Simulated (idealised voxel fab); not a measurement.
The process module that follows is named voxel transistor to metal.
FYI the section here is cut, 185 nm wide, cells are 5 nm squares.
In what follows, cross-sections appear as grids of square cells, described through bands that run from the top down, where every band is one or more rows of cells.
A band entry consists of two parts. The first gives the height of the band's top and the height of its bottom, in nm. The rest lists the band's materials from left to right, each with its width in nm. A single material labelled with the word "all across" fills the band from edge to edge, and the word "air" marks empty space.
A quick word on heights: they are counted from 0, and under that level the wafer as it came to us is one material throughout. The lowest band is different from the rest in having no bottom; it simply continues downward, written as in "0 -> down".
Top row gets the first number, bottom row gets the second, and each row in between changes by the same step: that is how a band width like "30 to 40" works.
Given "remained unchanged" for a step, no cell of the cross-section differs between before and after that step.
In "Enclosed voids" the enclosed voids are listed, meaning empty spaces of 8 cells or larger without any opening to the top. The form is width x height at distance, distance from the left edge, units nm.
On each step's line, the part that comes after the settings is the simulator's own comment on the step.
overlay nm: how far to the right of its planned place the mask lay on this masked step (negative: to the left).
THESE ARE THE STEPS WE PLANNED FOR THE PROCESS
1,RECEIVE, material Si
2,CONFORMAL_DEP, material SiO2, thk nm 5
3,CONFORMAL_DEP, material SiN, thk nm 10
4,PATTERN, tone cover, mask id ACTIVE, material resist, width nm 115, thk nm 15, overlay nm 0
5,DIRECTIONAL_ETCH, etch materials SiN, depth nm 10
6,DIRECTIONAL_ETCH, etch materials SiO2, depth nm 5
7,DIRECTIONAL_ETCH, etch materials Si, depth nm 20
8,STRIP, etch materials resist
9,FILL_DEP, material SiO2, thk nm 15
10,CMP, height nm 15
11,SELECTIVE_ETCH, etch materials SiO2, depth nm 10
12,STRIP, etch materials SiN
13,SELECTIVE_ETCH, etch materials SiO2, depth nm 5
14,OXIDIZE, depth nm 5
15,DIRECTIONAL_DEP, material polySi, thk nm 30
16,DIRECTIONAL_DEP, material SiCN, thk nm 15
17,MASKED_ETCH, tone cover, mask id GATE, width nm 25, etch materials SiCN, depth nm 25, overlay nm 0
18,MASKED_ETCH, tone cover, mask id GATE, width nm 25, etch materials polySi, depth nm 40, overlay nm 0
19,CONFORMAL_DEP, material SiO2, thk nm 5
20,DIRECTIONAL_ETCH, etch materials SiO2, depth nm 5
21,CONFORMAL_DEP, material SiN, thk nm 10
22,DIRECTIONAL_ETCH, etch materials SiN, depth nm 10
23,DIRECTIONAL_ETCH, etch materials SiO2, depth nm 5
24,DIRECTIONAL_ETCH, etch materials Si, depth nm 15
25,EPI, material pSi, thk nm 15
26,FILL_DEP, material SiO2, thk nm 5
27,CMP, height nm 30
28,STRIP, etch materials polySi
29,SELECTIVE_ETCH, etch materials SiO2, depth nm 5
30,CONFORMAL_DEP, material HfO2, thk nm 5
31,CONFORMAL_DEP, material TiN, thk nm 5
32,FILL_DEP, material W, thk nm 5
33,CMP, height nm 25
34,DIRECTIONAL_DEP, material SiO2, thk nm 10
35,MASKED_ETCH, tone open, mask id CONTACT, width nm 15, pitch nm 80, etch materials SiO2, depth nm 40, overlay nm 0
36,CONFORMAL_DEP, material TiN, thk nm 5
37,FILL_DEP, material Ru, thk nm 10
38,CMP, height nm 35
39,CONFORMAL_DEP, material SiCN, thk nm 5
40,DIRECTIONAL_DEP, material SiO2, thk nm 15
41,PATTERN, tone open, mask id METAL_1, material resist, width nm 15, pitch nm 80, thk nm 20, overlay nm 0
42,DIRECTIONAL_ETCH, etch materials SiO2, depth nm 15
43,DIRECTIONAL_ETCH, etch materials SiCN, depth nm 5
44,STRIP, etch materials resist
45,CONFORMAL_DEP, material TiN, thk nm 5
46,FILL_DEP, material Cu, thk nm 5
47,CMP, height nm 55
48,CONFORMAL_DEP, material SiN, thk nm 5
CROSS-SECTION OF THE WAFER AT RECEIPT, WHICH IS THE CONDITION AFTER STEP 1
* 0 -> down: Si all across
* Enclosed voids: none
CROSS-SECTIONAL IMAGE OF THE FIRST OF TWO WAFERS AT THE END OF THE MODULE, THE RUN HAVING PROCEEDED AS PLANNED
* 60 -> 55: SiN all across
* 55 -> 40: SiO2 45 nm; TiN 5 nm; Cu 5 nm; TiN 5 nm; SiO2 65 nm; TiN 5 nm; Cu 5 nm; TiN 5 nm; SiO2 45 nm
* 40 -> 35: SiCN 45 nm; TiN 15 nm; SiCN 65 nm; TiN 15 nm; SiCN 45 nm
* 35 -> 25: SiO2 45 nm; TiN 5 nm; Ru 5 nm; TiN 5 nm; SiO2 65 nm; TiN 5 nm; Ru 5 nm; TiN 5 nm; SiO2 45 nm
* 25 -> 15: SiO2 45 nm; TiN 5 nm; Ru 5 nm; TiN 5 nm; SiO2 5 nm; SiN 10 nm; HfO2 5 nm; TiN 5 nm; W 15 nm; TiN 5 nm; HfO2 5 nm; SiN 10 nm; SiO2 5 nm; TiN 5 nm; Ru 5 nm; TiN 5 nm; SiO2 45 nm
* 15 -> 10: SiO2 45 nm; TiN 15 nm; SiO2 5 nm; SiN 10 nm; HfO2 5 nm; TiN 5 nm; W 15 nm; TiN 5 nm; HfO2 5 nm; SiN 10 nm; SiO2 5 nm; TiN 15 nm; SiO2 45 nm
* 10 -> 5: SiO2 45 nm; TiN 5 nm; pSi 15 nm; SiN 10 nm; HfO2 5 nm; TiN 5 nm; W 15 nm; TiN 5 nm; HfO2 5 nm; SiN 10 nm; pSi 15 nm; TiN 5 nm; SiO2 45 nm
* 5 -> 0: SiO2 45 nm; TiN 5 nm; pSi 15 nm; SiN 10 nm; HfO2 5 nm; TiN 25 nm; HfO2 5 nm; SiN 10 nm; pSi 15 nm; TiN 5 nm; SiO2 45 nm
* 0 -> -5: SiO2 45 nm; TiN 5 nm; pSi 15 nm; SiO2 10 nm; HfO2 35 nm; SiO2 10 nm; pSi 15 nm; TiN 5 nm; SiO2 45 nm
* -5 -> -20: SiO2 35 nm; pSi 30 nm; Si 55 nm; pSi 30 nm; SiO2 35 nm
* -20 -> down: Si all across
* Enclosed voids: none
THE SECOND WAFER, SHOWN IN CROSS-SECTION AFTER THE MODULE: STARTED THE SAME WAY AS THE FIRST AND GIVEN THE SAME PLAN, YET ONE MISTAKE CREPT INTO HOW IT WAS RUN
* 60 -> 55: SiN all across
* 55 -> 40: W all across
* 40 -> 35: SiCN all across
* 35 -> 25: SiO2 45 nm; TiN 5 nm; Ru 5 nm; TiN 5 nm; SiO2 65 nm; TiN 5 nm; Ru 5 nm; TiN 5 nm; SiO2 45 nm
* 25 -> 15: SiO2 45 nm; TiN 5 nm; Ru 5 nm; TiN 5 nm; SiO2 5 nm; SiN 10 nm; HfO2 5 nm; TiN 5 nm; W 15 nm; TiN 5 nm; HfO2 5 nm; SiN 10 nm; SiO2 5 nm; TiN 5 nm; Ru 5 nm; TiN 5 nm; SiO2 45 nm
* 15 -> 10: SiO2 45 nm; TiN 15 nm; SiO2 5 nm; SiN 10 nm; HfO2 5 nm; TiN 5 nm; W 15 nm; TiN 5 nm; HfO2 5 nm; SiN 10 nm; SiO2 5 nm; TiN 15 nm; SiO2 45 nm
* 10 -> 5: SiO2 45 nm; TiN 5 nm; pSi 15 nm; SiN 10 nm; HfO2 5 nm; TiN 5 nm; W 15 nm; TiN 5 nm; HfO2 5 nm; SiN 10 nm; pSi 15 nm; TiN 5 nm; SiO2 45 nm
* 5 -> 0: SiO2 45 nm; TiN 5 nm; pSi 15 nm; SiN 10 nm; HfO2 5 nm; TiN 25 nm; HfO2 5 nm; SiN 10 nm; pSi 15 nm; TiN 5 nm; SiO2 45 nm
* 0 -> -5: SiO2 45 nm; TiN 5 nm; pSi 15 nm; SiO2 10 nm; HfO2 35 nm; SiO2 10 nm; pSi 15 nm; TiN 5 nm; SiO2 45 nm
* -5 -> -20: SiO2 35 nm; pSi 30 nm; Si 55 nm; pSi 30 nm; SiO2 35 nm
* -20 -> down: Si all across
* Enclosed voids: none
Here's what went sideways: contrary to plan, step 40 was performed as DIRECTIONAL_DEP, material W, thk nm 15
Once processing is complete, comparing cell counts shows that the second wafer has more or fewer of certain materials than the first: -6 Cu | +6 SiCN | -93 SiO2 | -18 TiN | +111 W
